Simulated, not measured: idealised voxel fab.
This is a process module. Its name is voxel self aligned contacts.
It is cross-section cut that appears here, measuring 300 nm in width, its square cells being 5 nm in size.
Think of the cross-section as a grid of square cells. We describe it in bands, top to bottom, and each band covers one or more rows of those cells.
Top height, bottom height, nm. Materials left to right, width each, nm. Single material + "edge to edge" = fills band edge to edge. "blank" = empty.
A quick word on heights: they are counted from 0, and under that level the wafer as it came to us is one material throughout. The lowest band is different from the rest in having no bottom; it simply continues downward, written as in "0 nm and below".
Think of "30 to 40" as a width that walks from the first number to the second as you go down the band, top row to bottom row, taking equal-sized steps from row to row.
Take "remains unaltered" at face value: in the step it is given for, the cross-section changed in none of its cells.
Closed empty spaces (no open way to the top) of 8 cells or more are what "Unvented internal voids" lists, each as width x height at distance from the left edge, nm for all three.
Where a step's line continues beyond its settings, the continuation is a remark by the simulator itself on that step.
Among the settings permitted on a step's line is "overlay nm"; applied to a step with a mask, it specifies the extent to which the mask lay to the right of its planned position, whereas a negative figure signifies a position to the left.

## Intended process steps
1: RECEIVE, material Si
2: OXIDIZE, depth nm 5
3: DIRECTIONAL_DEP, material polySi, thk nm 25
4: DIRECTIONAL_DEP, material SiN, thk nm 15
5: MASKED_ETCH, tone cover, mask id GATE, width nm 35, pitch nm 65, etch materials SiN, depth nm 15, overlay nm 0
6: MASKED_ETCH, tone cover, mask id GATE, width nm 35, pitch nm 65, etch materials polySi, depth nm 30, overlay nm 0
7: CONFORMAL_DEP, material SiN, thk nm 5
8: DIRECTIONAL_ETCH, etch materials SiN, depth nm 5
9: FILL_DEP, material SiO2, thk nm 10
10: CMP, height nm 50
11: DIRECTIONAL_DEP, material aC, thk nm 10
12: PATTERN, tone open, mask id CONTACT, material resist, width nm 40, thk nm 25, overlay nm 0
13: DIRECTIONAL_ETCH, etch materials aC, depth nm 10
14: STRIP, etch materials resist
15: DIRECTIONAL_ETCH, etch materials SiO2, depth nm 55
16: STRIP, etch materials aC
17: CONFORMAL_DEP, material TiN, thk nm 5
18: FILL_DEP, material W, thk nm 10
19: CMP, height nm 50
20: CONFORMAL_DEP, material SiN, thk nm 5
The plan shows the thk nm of step 3 as the first wafer had it; this setting differs between the wafers, which start out alike.

## As received, i.e. after step 1: cross-section through the first of several wafers
> 0 nm and below = Si edge to edge
> Unvented internal voids: none

## End of module, by wafer: material-by-material cell gain (+) or loss (-) since receipt, then closed voids
thk nm 25, -60 Si, +134 SiN, +464 SiO2, +28 TiN, +24 W, +70 polySi, Unvented internal voids: none
thk nm 30, -60 Si, +138 SiN, +450 SiO2, +28 TiN, +20 W, +84 polySi, Unvented internal voids: none
thk nm 35, -60 Si, +138 SiN, +402 SiO2, +20 TiN, +16 W, +144 polySi, Unvented internal voids: none
thk nm 40, -60 Si, +120 SiN, +364 SiO2, +18 TiN, +14 W, +204 polySi, Unvented internal voids: none
thk nm 45, -60 Si, +102 SiN, +326 SiO2, +16 TiN, +12 W, +264 polySi, Unvented internal voids: none
